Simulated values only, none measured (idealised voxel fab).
process module | voxel ribs on slabs
Displayed cross-section: cut, width of 260 nm, square cells sized 5 nm.
When this document writes out a cross-section, it uses a grid of square cells and lists it as bands, beginning at the top and moving down, with a band standing for one or more rows of cells. A band entry consists of two parts. The first gives the height of the band's top and the height of its bottom, in nm. The rest lists the band's materials from left to right, each with its width in nm. A single material labelled with the word "throughout" fills the band from edge to edge, and the word "blank" marks empty space. Heights are measured from 0, the level below which the as-received wafer is all one material; the lowest band has no bottom and continues downward, written as in "0 nm and below". A two-number width, for instance "30 to 40", indicates that the width is equal to the first number in the top row of the band and to the second number in the bottom row, and that it changes by a constant amount per row of cells. "stayed the same" (step): cross-section cells unchanged, all of them. "Entrapped void list" - sealed voids, min. 8 cells, no opening to top; format: width x height at distance (distance from left edge; nm throughout). Post-settings text on a step line: simulator's own remark regarding the step. overlay nm, on a step with a mask: how far to the right of its planned place the mask lay; to the left if negative.

Set out below are the planned steps of the process:
1) RECEIVE | material Si
2) DIRECTIONAL_DEP | material SiO2 | thk nm 20
3) DIRECTIONAL_DEP | material SiN | thk nm 15
4) PATTERN | tone cover | mask id RIB | material resist | width nm 15 | thk nm 15 | overlay nm 0
5) DIRECTIONAL_ETCH | etch materials SiN | depth nm 5
6) STRIP | etch materials resist
7) DIRECTIONAL_DEP | material aC | thk nm 10
8) PATTERN | tone cover | mask id SLAB | material resist | width nm 65 | thk nm 30 | overlay nm 0
9) DIRECTIONAL_ETCH | etch materials aC | depth nm 10
10) STRIP | etch materials resist
11) DIRECTIONAL_ETCH | etch materials SiN | depth nm 10
12) STRIP | etch materials aC
13) FILL_DEP | material SiO2 | thk nm 15
14) CMP | height nm 45
15) DIRECTIONAL_DEP | material TiN | thk nm 5
16) DIRECTIONAL_DEP | material aC | thk nm 10
17) PATTERN | tone cover | mask id HEATER | material resist | width nm 25 | thk nm 25 | overlay nm 0
18) DIRECTIONAL_ETCH | etch materials aC | depth nm 10
19) STRIP | etch materials resist
20) DIRECTIONAL_ETCH | etch materials TiN | depth nm 5
21) STRIP | etch materials aC
22) CONFORMAL_DEP | material SiO2 | thk nm 10

What follows covers the first of two wafers; it ran as planned:

The cross-section here shows the wafer as received, i.e. in its state after step 1:
  0 nm and below: Si throughout
  Entrapped void list: none

How the wafer stands in section after step 2:
  20 nm to 0 nm: SiO2 throughout
  Below 0, the layers are the same as they were.

How the wafer stands in section after step 3:
  35 nm to 20 nm: SiN throughout
  Below 20, the layers are the same as they were.

How the wafer stands in section after step 4:
  50 nm to 35 nm: blank (120) | resist (15) | blank (125)
  Below 35, the layers are the same as they were.

How the wafer stands in section after step 5:
  50 nm to 35 nm: blank (120) | resist (15) | blank (125)
  35 nm to 30 nm: blank (120) | SiN (15) | blank (125)
  Below 30, the layers are the same as they were.

How the wafer stands in section after step 6:
  35 nm to 30 nm: blank (120) | SiN (15) | blank (125)
  Below 30, the layers are the same as they were.

How the wafer stands in section after step 7:
  45 nm to 40 nm: blank (120) | aC (15) | blank (125)
  40 nm to 35 nm: aC throughout
  35 nm to 30 nm: aC (120) | SiN (15) | aC (125)
  Below 30, the layers are the same as they were.

How the wafer stands in section after step 8:
  75 nm to 45 nm: blank (95) | resist (65) | blank (100)
  45 nm to 40 nm: blank (95) | resist (25) | aC (15) | resist (25) | blank (100)
  Below 40, the layers are the same as they were.

How the wafer stands in section after step 9:
  65 nm to 45 nm: blank (95) | resist (65) | blank (100)
  45 nm to 40 nm: blank (95) | resist (25) | aC (15) | resist (25) | blank (100)
  40 nm to 35 nm: blank (95) | aC (65) | blank (100)
  35 nm to 30 nm: blank (95) | aC (25) | SiN (15) | aC (25) | blank (100)
  Below 30, the layers are the same as they were.

How the wafer stands in section after step 10:
  45 nm to 35 nm: blank (120 to 95) | aC (15 to 65) | blank (125 to 100)
  Below 35, the layers are the same as they were.

How the wafer stands in section after step 11:
  45 nm to 35 nm: blank (120 to 95) | aC (15 to 65) | blank (125 to 100)
  35 nm to 30 nm: blank (95) | aC (25) | SiN (15) | aC (25) | blank (100)
  30 nm to 20 nm: blank (95) | SiN (65) | blank (100)
  Below 20, the layers are the same as they were.

How the wafer stands in section after step 12:
  35 nm to 30 nm: blank (120) | SiN (15) | blank (125)
  Below 30, the layers are the same as they were.

How the wafer stands in section after step 13:
  50 nm to 35 nm: SiO2 throughout
  35 nm to 30 nm: SiO2 (120) | SiN (15) | SiO2 (125)
  30 nm to 20 nm: SiO2 (95) | SiN (65) | SiO2 (100)
  Below 20, the layers are the same as they were.

How the wafer stands in section after step 14:
  45 nm to 35 nm: SiO2 throughout
  Below 35, the layers are the same as they were.

How the wafer stands in section after step 15:
  50 nm to 45 nm: TiN throughout
  Below 45, the layers are the same as they were.

How the wafer stands in section after step 16:
  60 nm to 50 nm: aC throughout
  Below 50, the layers are the same as they were.

How the wafer stands in section after step 17:
  85 nm to 60 nm: blank (115) | resist (25) | blank (120)
  Below 60, the layers are the same as they were.

How the wafer stands in section after step 18:
  75 nm to 60 nm: blank (115) | resist (25) | blank (120)
  60 nm to 50 nm: blank (115) | aC (25) | blank (120)
  Below 50, the layers are the same as they were.

How the wafer stands in section after step 19:
  60 nm to 50 nm: blank (115) | aC (25) | blank (120)
  Below 50, the layers are the same as they were.

How the wafer stands in section after step 20:
  60 nm to 50 nm: blank (115) | aC (25) | blank (120)
  50 nm to 45 nm: blank (115) | TiN (25) | blank (120)
  Below 45, the layers are the same as they were.

How the wafer stands in section after step 21:
  50 nm to 45 nm: blank (115) | TiN (25) | blank (120)
  Below 45, the layers are the same as they were.

How the wafer stands in section after step 22:
  60 nm to 55 nm: blank (105) | SiO2 (45) | blank (110)
  55 nm to 50 nm: SiO2 throughout
  50 nm to 45 nm: SiO2 (115) | TiN (25) | SiO2 (120)
  Below 45, the layers are the same as they were.

Notes, second wafer: start = first wafer's, plan = first wafer's, execution had one mistake; history identical to first through step 5:

Cross-section, second wafer, at the end time the plan gives for step 6:
  60 nm to 50 nm: blank (120) | aC (15) | blank (125)
  50 nm to 40 nm: blank (120) | resist (15) | blank (125)
  40 nm to 35 nm: aC (120) | resist (15) | aC (125)
  35 nm to 30 nm: aC (120) | SiN (15) | aC (125)
  Below 30, the layers are the same as they were.

Cross-section, second wafer, at the end time the plan gives for step 7:
  40 nm to 35 nm: aC (120) | blank (15) | aC (125)
  Below 35, the layers are the same as they were.

Cross-section, second wafer, at the end time the plan gives for step 8:
  70 nm to 40 nm: blank (95) | resist (65) | blank (100)
  40 nm to 35 nm: aC (120) | resist (15) | aC (125)
  Below 35, the layers are the same as they were.

Cross-section, second wafer, at the end time the plan gives for step 9:
  60 nm to 40 nm: blank (95) | resist (65) | blank (100)
  40 nm to 35 nm: blank (95) | aC (25) | resist (15) | aC (25) | blank (100)
  35 nm to 30 nm: blank (95) | aC (25) | SiN (15) | aC (25) | blank (100)
  Below 30, the layers are the same as they were.

Cross-section, second wafer, at the end time the plan gives for step 10:
  40 nm to 35 nm: blank (95) | aC (25) | blank (15) | aC (25) | blank (100)
  Below 35, the layers are the same as they were.

Cross-section, second wafer, at the end time the plan gives for step 11:
  40 nm to 30 nm: blank (95) | aC (25) | blank (15) | aC (25) | blank (100)
  30 nm to 25 nm: blank (95) | SiN (25) | blank (15) | SiN (25) | blank (100)
  25 nm to 20 nm: blank (95) | SiN (65) | blank (100)
  Below 20, the layers are the same as they were.

Cross-section, second wafer, at the end time the plan gives for step 12:
  30 nm to 25 nm: blank (95) | SiN (25) | blank (15) | SiN (25) | blank (100)
  Below 25, the layers are the same as they were.

Cross-section, second wafer, at the end time the plan gives for step 13:
  45 nm to 30 nm: SiO2 throughout
  30 nm to 25 nm: SiO2 (95) | SiN (25) | SiO2 (15) | SiN (25) | SiO2 (100)
  25 nm to 20 nm: SiO2 (95) | SiN (65) | SiO2 (100)
  Below 20, the layers are the same as they were.

Cross-section, second wafer, at the end time the plan gives for step 14: stayed the same

Cross-section, second wafer, at the end time the plan gives for step 15:
  50 nm to 45 nm: TiN throughout
  Below 45, the layers are the same as they were.

Cross-section, second wafer, at the end time the plan gives for step 16:
  60 nm to 50 nm: aC throughout
  Below 50, the layers are the same as they were.

Cross-section, second wafer, at the end time the plan gives for step 17:
  85 nm to 60 nm: blank (115) | resist (25) | blank (120)
  Below 60, the layers are the same as they were.

Cross-section, second wafer, at the end time the plan gives for step 18:
  75 nm to 60 nm: blank (115) | resist (25) | blank (120)
  60 nm to 50 nm: blank (115) | aC (25) | blank (120)
  Below 50, the layers are the same as they were.

Cross-section, second wafer, at the end time the plan gives for step 19:
  60 nm to 50 nm: blank (115) | aC (25) | blank (120)
  Below 50, the layers are the same as they were.

Cross-section, second wafer, at the end time the plan gives for step 20:
  60 nm to 50 nm: blank (115) | aC (25) | blank (120)
  50 nm to 45 nm: blank (115) | TiN (25) | blank (120)
  Below 45, the layers are the same as they were.

Cross-section, second wafer, at the end time the plan gives for step 21:
  50 nm to 45 nm: blank (115) | TiN (25) | blank (120)
  Below 45, the layers are the same as they were.

Cross-section, second wafer, at the end time the plan gives for step 22:
  60 nm to 55 nm: blank (105) | SiO2 (45) | blank (110)
  55 nm to 50 nm: SiO2 throughout
  50 nm to 45 nm: SiO2 (115) | TiN (25) | SiO2 (120)
  Below 45, the layers are the same as they were.
Error vs. plan: plan vs actual: 6 and 7 interchanged
Cell-count delta at end, second wafer over first, by material: 6 fewer of SiN; 6 more of SiO2
